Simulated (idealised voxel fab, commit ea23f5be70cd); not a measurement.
process module | voxel transistor to metal
cross-section cut | 170 nm wide | cells 5 nm
A cross-section is a grid of square cells, given in bands from the top down. A band is one or more rows of cells.
Each band's line starts with the height of the band's top and of its bottom, in nm. Then come its materials from left to right, each with its width in nm. One material with "throughout" fills the band from edge to edge. "air" is empty space.
Height 0 is the level under which the wafer as received is all one material. The lowest band goes on downwards, as in "0 down".
A width such as "30 to 40" changes by the same amount from each row of cells to the next, from the band's top row to its bottom row.
"no change" after a step means that no cell of the cross-section changed.
closed voids: empty space of 8 cells or more with no open way to the top, each as width x height at its distance from the left edge, in nm
after a step's settings: what the simulator itself notes on the step
overlay nm, on a step with a mask: how far to the right of its planned place the mask lay; to the left if negative
plan
1 op RECEIVE | material Si
2 op OXIDIZE | depth nm 5
3 op CONFORMAL_DEP | material SiN | thk nm 10
4 op DIRECTIONAL_DEP | material aC | thk nm 10
5 op PATTERN | tone cover | mask id ACTIVE | material resist | width nm 105 | thk nm 25 | overlay nm 0
6 op DIRECTIONAL_ETCH | etch materials aC | depth nm 10
7 op STRIP | etch materials resist
8 op DIRECTIONAL_ETCH | etch materials SiN | depth nm 10
9 op DIRECTIONAL_ETCH | etch materials SiO2 | depth nm 5
10 op DIRECTIONAL_ETCH | etch materials Si | depth nm 30
11 op STRIP | etch materials aC
12 op FILL_DEP | material SiO2 | thk nm 10
13 op CMP | height nm 10
14 op SELECTIVE_ETCH | etch materials SiO2 | depth nm 10
15 op STRIP | etch materials SiN
16 op SELECTIVE_ETCH | etch materials SiO2 | depth nm 5
17 op OXIDIZE | depth nm 5
18 op DIRECTIONAL_DEP | material polySi | thk nm 30
19 op DIRECTIONAL_DEP | material SiCN | thk nm 15
20 op DIRECTIONAL_DEP | material aC | thk nm 10
21 op PATTERN | tone cover | mask id GATE | material resist | width nm 25 | thk nm 25 | overlay nm 0
22 op DIRECTIONAL_ETCH | etch materials aC | depth nm 10
23 op STRIP | etch materials resist
24 op DIRECTIONAL_ETCH | etch materials SiCN | depth nm 25
25 op DIRECTIONAL_ETCH | etch materials polySi | depth nm 40
26 op STRIP | etch materials aC
27 op CONFORMAL_DEP | material SiN | thk nm 10
28 op DIRECTIONAL_ETCH | etch materials SiN | depth nm 10
29 op DIRECTIONAL_ETCH | etch materials SiO2 | depth nm 5
30 op DIRECTIONAL_ETCH | etch materials Si | depth nm 5
31 op EPI | material nSi | thk nm 5
32 op FILL_DEP | material SiO2 | thk nm 5
33 op CMP | height nm 25
34 op STRIP | etch materials polySi
35 op SELECTIVE_ETCH | etch materials SiO2 | depth nm 5
36 op CONFORMAL_DEP | material HfO2 | thk nm 5
37 op CONFORMAL_DEP | material TiN | thk nm 5
38 op FILL_DEP | material W | thk nm 5
39 op CMP | height nm 20
40 op DIRECTIONAL_DEP | material SiO2 | thk nm 10
41 op MASKED_ETCH | tone open | mask id CONTACT | width nm 20 | pitch nm 75 | etch materials SiO2 | depth nm 40 | overlay nm 0
42 op CONFORMAL_DEP | material TiN | thk nm 5
43 op FILL_DEP | material Ru | thk nm 10
44 op CMP | height nm 30
45 op CONFORMAL_DEP | material SiCN | thk nm 5
46 op DIRECTIONAL_DEP | material SiO2 | thk nm 25
47 op DIRECTIONAL_DEP | material aC | thk nm 10
48 op PATTERN | tone open | mask id METAL_1 | material resist | width nm 20 | pitch nm 75 | thk nm 30 | overlay nm 0
49 op DIRECTIONAL_ETCH | etch materials aC | depth nm 10
50 op STRIP | etch materials resist
51 op DIRECTIONAL_ETCH | etch materials SiO2 | depth nm 25
52 op DIRECTIONAL_ETCH | etch materials SiCN | depth nm 5
53 op STRIP | etch materials aC
54 op CONFORMAL_DEP | material TiN | thk nm 5
55 op FILL_DEP | material Cu | thk nm 5
56 op CMP | height nm 60
57 op CONFORMAL_DEP | material SiN | thk nm 5
varied across the wafers: thk nm of step 36. The plan shows the first wafer's value. All wafers start alike
first wafer as received, after step 1
  0 down: Si throughout
  closed voids: none
first wafer at the end, after step 57
  65 to 60: SiN throughout
  60 to 35: SiO2 35 | TiN 5 | Cu 10 | TiN 5 | SiO2 55 | TiN 5 | Cu 10 | TiN 5 | SiO2 40
  35 to 30: SiCN 35 | TiN 20 | SiCN 55 | TiN 20 | SiCN 40
  30 to 20: SiO2 35 | TiN 5 | Ru 10 | TiN 5 | SiO2 55 | TiN 5 | Ru 10 | TiN 5 | SiO2 40
  20 to 0: SiO2 35 | TiN 5 | Ru 10 | TiN 5 | SiO2 5 | SiN 10 | HfO2 5 | TiN 5 | W 5 | TiN 5 | HfO2 5 | SiN 10 | SiO2 5 | TiN 5 | Ru 10 | TiN 5 | SiO2 40
  0 to -5: SiO2 35 | TiN 5 | Ru 10 | TiN 5 | SiO2 5 | SiN 10 | HfO2 5 | TiN 15 | HfO2 5 | SiN 10 | SiO2 5 | TiN 5 | Ru 10 | TiN 5 | SiO2 40
  -5 to -10: SiO2 35 | TiN 20 | nSi 5 | SiO2 5 | HfO2 35 | SiO2 5 | nSi 5 | TiN 20 | SiO2 40
  -10 to -15: SiO2 30 | nSi 30 | Si 45 | nSi 30 | SiO2 35
  -15 to -35: SiO2 30 | Si 105 | SiO2 35
  -35 down: Si throughout
  closed voids: none
last wafer at the end
  65 to 60: SiN throughout
  60 to 35: SiO2 35 | TiN 5 | Cu 10 | TiN 5 | SiO2 55 | TiN 5 | Cu 10 | TiN 5 | SiO2 40
  35 to 30: SiCN 35 | TiN 20 | SiCN 55 | TiN 20 | SiCN 40
  30 to 20: SiO2 35 | TiN 5 | Ru 10 | TiN 5 | SiO2 55 | TiN 5 | Ru 10 | TiN 5 | SiO2 40
  20 to -5: SiO2 35 | TiN 5 | Ru 10 | TiN 5 | SiO2 5 | SiN 10 | HfO2 25 | SiN 10 | SiO2 5 | TiN 5 | Ru 10 | TiN 5 | SiO2 40
  -5 to -10: SiO2 35 | TiN 20 | nSi 5 | SiO2 5 | HfO2 35 | SiO2 5 | nSi 5 | TiN 20 | SiO2 40
  -10 to -15: SiO2 30 | nSi 30 | Si 45 | nSi 30 | SiO2 35
  -15 to -35: SiO2 30 | Si 105 | SiO2 35
  -35 down: Si throughout
  closed voids: none
each wafer at the end: cells of each material gained (+) or lost (-) since it was received, then its closed voids
thk nm 5 | +20 Cu | +17 HfO2 | +28 Ru | -145 Si | +26 SiCN | +54 SiN | +349 SiO2 | +75 TiN | +4 W | +14 nSi | closed voids: none
thk nm 10 | +20 Cu | +28 HfO2 | +28 Ru | -145 Si | +26 SiCN | +54 SiN | +349 SiO2 | +68 TiN | +14 nSi | closed voids: none
thk nm 15 | +20 Cu | +32 HfO2 | +28 Ru | -145 Si | +26 SiCN | +54 SiN | +349 SiO2 | +64 TiN | +14 nSi | closed voids: none
thk nm 20 | +20 Cu | +32 HfO2 | +28 Ru | -145 Si | +26 SiCN | +54 SiN | +349 SiO2 | +64 TiN | +14 nSi | closed voids: none
